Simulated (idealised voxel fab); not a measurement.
Name of the process module below: voxel gate over fins
Xsec cut, 155 nm wide, square cell size 5 nm.
Cross-section format: a grid of square cells, given as bands from top to bottom; each band is one or more rows of cells.
Band entry format. Leading values: height of top, height of bottom, nm. Remainder: materials in left-to-right order, each with its width in nm. Special words: "full width" on a single material, which then fills the band edge to edge; "air", empty space.
Height reference: 0 = level under which incoming wafer is all one material. Lowest band: no bottom, runs on downward, e.g. "0..down".
Note: "30->40" means the width goes from the first number (top row of the band) to the second number (bottom row) in equal steps per row of cells.
"no alterations made" -> step changed no cross-section cell.
"closed voids" contains a list of empty spaces, each no smaller than 8 cells and without an open way to the top, written in the form width x height at distance with the distance from the left edge and all three in nm.
The remark found on a step's line after its settings is issued by the simulator itself and pertains to that step.
overlay nm: right-of-plan distance of the mask on a masked step; negative values mean left-of-plan.

# This section lists the process steps that were planned
1: RECEIVE | material Si
2: CONFORMAL_DEP | material SiN | thk nm 5
3: MASKED_ETCH | tone cover | mask id FINS | width nm 15 | pitch nm 50 | etch materials SiN | depth nm 5 | overlay nm 0
4: MASKED_ETCH | tone cover | mask id FINS | width nm 15 | pitch nm 50 | etch materials Si | depth nm 30 | overlay nm 0
5: FILL_DEP | material SiO2 | thk nm 5
6: CMP | height nm 5
7: DIRECTIONAL_DEP | material aC | thk nm 10
8: PATTERN | tone open | mask id RAIL | material resist | width nm 15 | thk nm 30 | overlay nm 0
9: DIRECTIONAL_ETCH | etch materials aC | depth nm 10
10: STRIP | etch materials resist
11: DIRECTIONAL_ETCH | etch materials SiO2 | depth nm 30
12: STRIP | etch materials aC
13: CONFORMAL_DEP | material TiN | thk nm 5
14: FILL_DEP | material W | thk nm 10
15: CMP | height nm 5
16: SELECTIVE_ETCH | etch materials W Ru TiN | depth nm 20
17: FILL_DEP | material SiO2 | thk nm 5
18: CMP | height nm 5
19: SELECTIVE_ETCH | etch materials SiO2 | depth nm 15
20: STRIP | etch materials SiN
21: CONFORMAL_DEP | material HfO2 | thk nm 5
22: CONFORMAL_DEP | material TiN | thk nm 5
23: FILL_DEP | material W | thk nm 10
24: CMP | height nm 15
25: CONFORMAL_DEP | material SiCN | thk nm 10

# This is the cross-section of the wafer as we received it, i.e. after step 1
	0..down  Si full width
	closed voids: none

# Post-module cross-section: identical start and plan to those above, one misstep in execution
	25..15  SiCN full width
	15..10  W=35, TiN=35, W=85
	10..5  W=10, TiN=30, HfO2=25, TiN=30, W=15, TiN=35, W=10
	5..0  W=10, TiN=5, HfO2=30, TiN=5, HfO2=5, TiN=5, HfO2=30, TiN=5, W=15, TiN=5, HfO2=25, TiN=5, W=10
	0..-5  TiN=15, HfO2=5, Si=15, HfO2=10, TiN=5, HfO2=5, TiN=5, HfO2=10, Si=15, HfO2=5, TiN=25, HfO2=5, Si=15, HfO2=5, TiN=15
	-5..-10  HfO2=20, Si=15, HfO2=10, TiN=5, HfO2=5, TiN=5, HfO2=10, Si=15, HfO2=35, Si=15, HfO2=20
	-10..-15  SiO2=20, Si=15, SiO2=10, TiN=5, SiO2=5, TiN=5, SiO2=10, Si=15, SiO2=35, Si=15, SiO2=20
	-15..-20  SiO2=20, Si=15, SiO2=10, TiN=5, W=5, TiN=5, SiO2=10, Si=15, SiO2=35, Si=15, SiO2=20
	-20..-25  SiO2=20, Si=15, SiO2=10, TiN=15, SiO2=10, Si=15, SiO2=35, Si=15, SiO2=20
	-25..-30  SiO2=20, Si=15, SiO2=35, Si=15, SiO2=35, Si=15, SiO2=20
	-30..down  Si full width
	closed voids: none
Here's what went sideways: step 16 deviated from plan and actually ran as SELECTIVE_ETCH | etch materials W | depth nm 20
